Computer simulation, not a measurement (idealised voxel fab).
This is a process module. Its name is voxel wiring stack.
Displayed cross-section: cut, width of 210 nm, square cells sized 5 nm.
A cross-section is a grid of square cells, given in bands from the top down. A band is one or more rows of cells. Band: top and bottom heights (nm) first, top before bottom; then materials from left to right, widths in nm. "everywhere" marks a sole material filling the band edge to edge. "empty" denotes empty space. Note: height 0 marks the level under which the wafer is uniformly one material as received. Lowest band unbounded below, written "0 and below". Width spec "30->40" -> top row of cells at first value, bottom row at second value, equal per-row change in between. The cross-section has no changed cell in any step marked "nothing was modified". "Closed internal cavities": empty spaces of 8 cells or more with no open way to the top, each given as width x height at distance, distance from the left edge, all in nm. On a step's line, text after the settings is the simulator commenting on that step. For masked steps, "overlay nm" on the step line gives how far right of plan the mask actually lay; a minus sign means it lay to the left.
Process steps - plan:
1: RECEIVE: material Si
2: CONFORMAL_DEP: material SiO2, thk nm 10
3: CONFORMAL_DEP: material SiCN, thk nm 5
4: DIRECTIONAL_DEP: material SiO2, thk nm 25
5: MASKED_ETCH: tone open, mask id METAL_1, width nm 30, pitch nm 45, etch materials SiO2, depth nm 25, overlay nm 0
6: MASKED_ETCH: tone open, mask id METAL_1, width nm 30, pitch nm 45, etch materials SiCN, depth nm 5, overlay nm 0
7: CONFORMAL_DEP: material TiN, thk nm 5
8: FILL_DEP: material W, thk nm 10
9: CMP: height nm 40
10: EPI: material Ru, thk nm 5
11: FILL_DEP: material SiCN, thk nm 5
12: DIRECTIONAL_DEP: material SiO2, thk nm 35
13: DIRECTIONAL_DEP: material aC, thk nm 15
14: PATTERN: tone open, mask id METAL_2_HOLES, material resist, width nm 15, pitch nm 45, thk nm 30, overlay nm 0
15: DIRECTIONAL_ETCH: etch materials aC, depth nm 15
16: STRIP: etch materials resist
17: DIRECTIONAL_ETCH: etch materials SiO2, depth nm 35
18: STRIP: etch materials aC
19: PATTERN: tone open, mask id METAL_2, material resist, width nm 30, pitch nm 45, thk nm 20, overlay nm 0
20: DIRECTIONAL_ETCH: etch materials SiO2, depth nm 20
21: DIRECTIONAL_ETCH: etch materials SiCN, depth nm 5
22: STRIP: etch materials resist
23: CONFORMAL_DEP: material TiN, thk nm 5
24: FILL_DEP: material Cu, thk nm 10
25: CMP: height nm 85
26: CONFORMAL_DEP: material SiCN, thk nm 5
It is noted that the wafers described herein are identical at the outset and are distinguished by the width nm of step 14; the value stated in the plan corresponds to the first wafer.
The first of several wafers, as received after step 1, seen in section:
* 0 and below  Si everywhere
* Closed internal cavities: none
First of several wafers: cross-section at the end of the module, after step 26, its last step:
* 90 down to 85  SiCN everywhere
* 85 down to 70  SiO2 65 nm  TiN 5 nm  Cu 20 nm  TiN 5 nm  SiO2 15 nm  TiN 5 nm  Cu 20 nm  TiN 5 nm  SiO2 70 nm
* 70 down to 65  SiO2 65 nm  TiN 5 nm  Cu 5 nm  TiN 20 nm  SiO2 15 nm  TiN 5 nm  Cu 5 nm  TiN 20 nm  SiO2 70 nm
* 65 down to 50  SiO2 65 nm  TiN 5 nm  Cu 5 nm  TiN 5 nm  SiO2 30 nm  TiN 5 nm  Cu 5 nm  TiN 5 nm  SiO2 85 nm
* 50 down to 45  SiCN 65 nm  TiN 15 nm  SiCN 30 nm  TiN 15 nm  SiCN 85 nm
* 45 down to 40  SiCN 60 nm  Ru 40 nm  SiCN 5 nm  Ru 40 nm  SiCN 65 nm
* 40 down to 15  SiO2 65 nm  TiN 5 nm  W 20 nm  TiN 5 nm  SiO2 15 nm  TiN 5 nm  W 20 nm  TiN 5 nm  SiO2 70 nm
* 15 down to 10  SiCN 65 nm  TiN 30 nm  SiCN 15 nm  TiN 30 nm  SiCN 70 nm
* 10 down to 0  SiO2 everywhere
* 0 and below  Si everywhere
* Closed internal cavities: none
Last-wafer cross-section at the end of the module:
* 90 down to 85  SiCN everywhere
* 85 down to 70  SiO2 60 nm  TiN 5 nm  Cu 25 nm  TiN 5 nm  SiO2 10 nm  TiN 5 nm  Cu 25 nm  TiN 5 nm  SiO2 70 nm
* 70 down to 65  SiO2 60 nm  TiN 5 nm  Cu 20 nm  TiN 10 nm  SiO2 10 nm  TiN 5 nm  Cu 20 nm  TiN 10 nm  SiO2 70 nm
* 65 down to 55  SiO2 60 nm  TiN 5 nm  Cu 20 nm  TiN 5 nm  SiO2 15 nm  TiN 5 nm  Cu 20 nm  TiN 5 nm  SiO2 75 nm
* 55 down to 50  SiO2 60 nm  TiN 10 nm  Cu 15 nm  TiN 5 nm  SiO2 15 nm  TiN 10 nm  Cu 15 nm  TiN 5 nm  SiO2 75 nm
* 50 down to 45  SiCN 65 nm  TiN 25 nm  SiCN 20 nm  TiN 25 nm  SiCN 75 nm
* 45 down to 40  SiCN 60 nm  Ru 40 nm  SiCN 5 nm  Ru 40 nm  SiCN 65 nm
* 40 down to 15  SiO2 65 nm  TiN 5 nm  W 20 nm  TiN 5 nm  SiO2 15 nm  TiN 5 nm  W 20 nm  TiN 5 nm  SiO2 70 nm
* 15 down to 10  SiCN 65 nm  TiN 30 nm  SiCN 15 nm  TiN 30 nm  SiCN 70 nm
* 10 down to 0  SiO2 everywhere
* 0 and below  Si everywhere
* Closed internal cavities: none
Basically each wafer gets a line in the table, showing it at the end of the module: material by material, the cells it gained (+) or lost (-) since we got it, then its closed voids:
width nm 15, +32 Cu, +16 Ru, +134 SiCN, +462 SiO2, +72 TiN, +40 W, Closed internal cavities: none
width nm 20, +40 Cu, +16 Ru, +132 SiCN, +456 SiO2, +72 TiN, +40 W, Closed internal cavities: none
width nm 25, +52 Cu, +16 Ru, +132 SiCN, +442 SiO2, +74 TiN, +40 W, Closed internal cavities: none
width nm 30, +60 Cu, +16 Ru, +130 SiCN, +436 SiO2, +74 TiN, +40 W, Closed internal cavities: none
